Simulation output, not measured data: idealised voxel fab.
Documented hereafter: the process module known as voxel ribs on slabs.
We display cut, a cross-section 175 nm in width whose square cells are each 5 nm.
We lay out every cross-section as a grid of square cells and spell it out in bands from the top down, where one band means one or more rows of cells.
Look at the band entry: it leads with the top's height and the bottom's height in nm. Then it lists the materials left to right, with a width in nm for each. The word "edge to edge" on a single material says that material fills the band edge to edge. The word "empty" is empty space.
We count height from 0. Below that, the starting wafer is all one material. The lowest band never ends at the bottom but goes on down; see "z 0 and below" for how that is written.
Per-row width for "30->40": begins at first number (top row of band), ends at second number (bottom row), increment between rows held constant.
Key: "no modifications" - step with no changed cell in the cross-section.
In the "Entrapped void list" entry, you get each enclosed empty space of 8 cells or more, one with no open way to the top, written width x height at distance, distance from the left edge, in nm.
Note: text after step settings on the step line = simulator remark on that step.
overlay nm, on a step with a mask: how far to the right of its planned place the mask lay; to the left if negative

[Set out below are the planned steps of the process]
1. RECEIVE: material Si
2. DIRECTIONAL_DEP: material SiO2, thk nm 25
3. DIRECTIONAL_DEP: material SiN, thk nm 25
4. DIRECTIONAL_DEP: material aC, thk nm 10
5. PATTERN: tone cover, mask id RIB, material resist, width nm 25, thk nm 25, overlay nm 0
6. DIRECTIONAL_ETCH: etch materials aC, depth nm 10
7. STRIP: etch materials resist
8. DIRECTIONAL_ETCH: etch materials SiN, depth nm 20
9. STRIP: etch materials aC
10. PATTERN: tone cover, mask id SLAB, material resist, width nm 65, thk nm 20, overlay nm 0
11. DIRECTIONAL_ETCH: etch materials SiN, depth nm 5
12. STRIP: etch materials resist
13. FILL_DEP: material SiO2, thk nm 25
14. CMP: height nm 65
15. DIRECTIONAL_DEP: material TiN, thk nm 5
16. PATTERN: tone cover, mask id HEATER, material resist, width nm 35, thk nm 15, overlay nm 0
17. DIRECTIONAL_ETCH: etch materials TiN, depth nm 5
18. STRIP: etch materials resist
19. CONFORMAL_DEP: material SiN, thk nm 5

[Below: the first of two wafers, run as planned]

[Cross-section: wafer on arrival = after step 1]
  z 0 and below  Si edge to edge
  Entrapped void list: none

[Cross-section: wafer state after step 2]
  z 25 to 0  SiO2 edge to edge
  Beneath the level 0, the cross-section is identical to its previous state.

[Cross-section: wafer state after step 3]
  z 50 to 25  SiN edge to edge
  Beneath the level 25, the cross-section is identical to its previous state.

[Cross-section: wafer state after step 4]
  z 60 to 50  aC edge to edge
  Beneath the level 50, the cross-section is identical to its previous state.

[Cross-section: wafer state after step 5]
  z 85 to 60  empty 75 nm, then resist 25 nm, then empty 75 nm
  Beneath the level 60, the cross-section is identical to its previous state.

[Cross-section: wafer state after step 6]
  z 75 to 60  empty 75 nm, then resist 25 nm, then empty 75 nm
  z 60 to 50  empty 75 nm, then aC 25 nm, then empty 75 nm
  Beneath the level 50, the cross-section is identical to its previous state.

[Cross-section: wafer state after step 7]
  z 60 to 50  empty 75 nm, then aC 25 nm, then empty 75 nm
  Beneath the level 50, the cross-section is identical to its previous state.

[Cross-section: wafer state after step 8]
  z 60 to 50  empty 75 nm, then aC 25 nm, then empty 75 nm
  z 50 to 30  empty 75 nm, then SiN 25 nm, then empty 75 nm
  Beneath the level 30, the cross-section is identical to its previous state.

[Cross-section: wafer state after step 9]
  z 50 to 30  empty 75 nm, then SiN 25 nm, then empty 75 nm
  Beneath the level 30, the cross-section is identical to its previous state.

[Cross-section: wafer state after step 10]
  z 70 to 50  empty 55 nm, then resist 65 nm, then empty 55 nm
  z 50 to 30  empty 55 nm, then resist 20 nm, then SiN 25 nm, then resist 20 nm, then empty 55 nm
  Beneath the level 30, the cross-section is identical to its previous state.

[Cross-section: wafer state after step 11]
  z 70 to 50  empty 55 nm, then resist 65 nm, then empty 55 nm
  z 50 to 30  empty 55 nm, then resist 20 nm, then SiN 25 nm, then resist 20 nm, then empty 55 nm
  z 30 to 25  empty 55 nm, then SiN 65 nm, then empty 55 nm
  Beneath the level 25, the cross-section is identical to its previous state.

[Cross-section: wafer state after step 12]
  z 50 to 30  empty 75 nm, then SiN 25 nm, then empty 75 nm
  Beneath the level 30, the cross-section is identical to its previous state.

[Cross-section: wafer state after step 13]
  z 75 to 50  SiO2 edge to edge
  z 50 to 30  SiO2 75 nm, then SiN 25 nm, then SiO2 75 nm
  z 30 to 25  SiO2 55 nm, then SiN 65 nm, then SiO2 55 nm
  Beneath the level 25, the cross-section is identical to its previous state.

[Cross-section: wafer state after step 14]
  z 65 to 50  SiO2 edge to edge
  Beneath the level 50, the cross-section is identical to its previous state.

[Cross-section: wafer state after step 15]
  z 70 to 65  TiN edge to edge
  Beneath the level 65, the cross-section is identical to its previous state.

[Cross-section: wafer state after step 16]
  z 85 to 70  empty 70 nm, then resist 35 nm, then empty 70 nm
  Beneath the level 70, the cross-section is identical to its previous state.

[Cross-section: wafer state after step 17]
  z 85 to 70  empty 70 nm, then resist 35 nm, then empty 70 nm
  z 70 to 65  empty 70 nm, then TiN 35 nm, then empty 70 nm
  Beneath the level 65, the cross-section is identical to its previous state.

[Cross-section: wafer state after step 18]
  z 70 to 65  empty 70 nm, then TiN 35 nm, then empty 70 nm
  Beneath the level 65, the cross-section is identical to its previous state.

[Cross-section: wafer state after step 19]
  z 75 to 70  empty 65 nm, then SiN 45 nm, then empty 65 nm
  z 70 to 65  SiN 70 nm, then TiN 35 nm, then SiN 70 nm
  Beneath the level 65, the cross-section is identical to its previous state.

[What follows concerns the second wafer, which started out like the first and was meant to follow the very same plan; one mistake crept in when it was run, but everything up to and including step 1 is the same as for the first wafer]

[At the planned end of step 2, the second wafer in cross-section]
  z 50 to 0  SiO2 edge to edge
  Beneath the level 0, the cross-section is identical to its previous state.

[At the planned end of step 3, the second wafer in cross-section]
  z 75 to 50  SiN edge to edge
  Beneath the level 50, the cross-section is identical to its previous state.

[At the planned end of step 4, the second wafer in cross-section]
  z 85 to 75  aC edge to edge
  Beneath the level 75, the cross-section is identical to its previous state.

[At the planned end of step 5, the second wafer in cross-section]
  z 110 to 85  empty 75 nm, then resist 25 nm, then empty 75 nm
  Beneath the level 85, the cross-section is identical to its previous state.

[At the planned end of step 6, the second wafer in cross-section]
  z 100 to 85  empty 75 nm, then resist 25 nm, then empty 75 nm
  z 85 to 75  empty 75 nm, then aC 25 nm, then empty 75 nm
  Beneath the level 75, the cross-section is identical to its previous state.

[At the planned end of step 7, the second wafer in cross-section]
  z 85 to 75  empty 75 nm, then aC 25 nm, then empty 75 nm
  Beneath the level 75, the cross-section is identical to its previous state.

[At the planned end of step 8, the second wafer in cross-section]
  z 85 to 75  empty 75 nm, then aC 25 nm, then empty 75 nm
  z 75 to 55  empty 75 nm, then SiN 25 nm, then empty 75 nm
  Beneath the level 55, the cross-section is identical to its previous state.

[At the planned end of step 9, the second wafer in cross-section]
  z 75 to 55  empty 75 nm, then SiN 25 nm, then empty 75 nm
  Beneath the level 55, the cross-section is identical to its previous state.

[At the planned end of step 10, the second wafer in cross-section]
  z 95 to 75  empty 55 nm, then resist 65 nm, then empty 55 nm
  z 75 to 55  empty 55 nm, then resist 20 nm, then SiN 25 nm, then resist 20 nm, then empty 55 nm
  Beneath the level 55, the cross-section is identical to its previous state.

[At the planned end of step 11, the second wafer in cross-section]
  z 95 to 75  empty 55 nm, then resist 65 nm, then empty 55 nm
  z 75 to 55  empty 55 nm, then resist 20 nm, then SiN 25 nm, then resist 20 nm, then empty 55 nm
  z 55 to 50  empty 55 nm, then SiN 65 nm, then empty 55 nm
  Beneath the level 50, the cross-section is identical to its previous state.

[At the planned end of step 12, the second wafer in cross-section]
  z 75 to 55  empty 75 nm, then SiN 25 nm, then empty 75 nm
  Beneath the level 55, the cross-section is identical to its previous state.

[At the planned end of step 13, the second wafer in cross-section]
  z 100 to 75  SiO2 edge to edge
  z 75 to 55  SiO2 75 nm, then SiN 25 nm, then SiO2 75 nm
  z 55 to 50  SiO2 55 nm, then SiN 65 nm, then SiO2 55 nm
  Beneath the level 50, the cross-section is identical to its previous state.

[At the planned end of step 14, the second wafer in cross-section]
  z 65 to 55  SiO2 75 nm, then SiN 25 nm, then SiO2 75 nm
  Beneath the level 55, the cross-section is identical to its previous state.

[At the planned end of step 15, the second wafer in cross-section]
  z 70 to 65  TiN edge to edge
  Beneath the level 65, the cross-section is identical to its previous state.

[At the planned end of step 16, the second wafer in cross-section]
  z 85 to 70  empty 70 nm, then resist 35 nm, then empty 70 nm
  Beneath the level 70, the cross-section is identical to its previous state.

[At the planned end of step 17, the second wafer in cross-section]
  z 85 to 70  empty 70 nm, then resist 35 nm, then empty 70 nm
  z 70 to 65  empty 70 nm, then TiN 35 nm, then empty 70 nm
  Beneath the level 65, the cross-section is identical to its previous state.

[At the planned end of step 18, the second wafer in cross-section]
  z 70 to 65  empty 70 nm, then TiN 35 nm, then empty 70 nm
  Beneath the level 65, the cross-section is identical to its previous state.

[At the planned end of step 19, the second wafer in cross-section]
  z 75 to 70  empty 65 nm, then SiN 45 nm, then empty 65 nm
  z 70 to 65  SiN 70 nm, then TiN 35 nm, then SiN 70 nm
  Beneath the level 65, the cross-section is identical to its previous state.
The plan and the run diverged here: plan step 2 ran twice
The closing comparison, in cells, has the second wafer with more or fewer of some materials than the first: -10 SiN; +10 SiO2
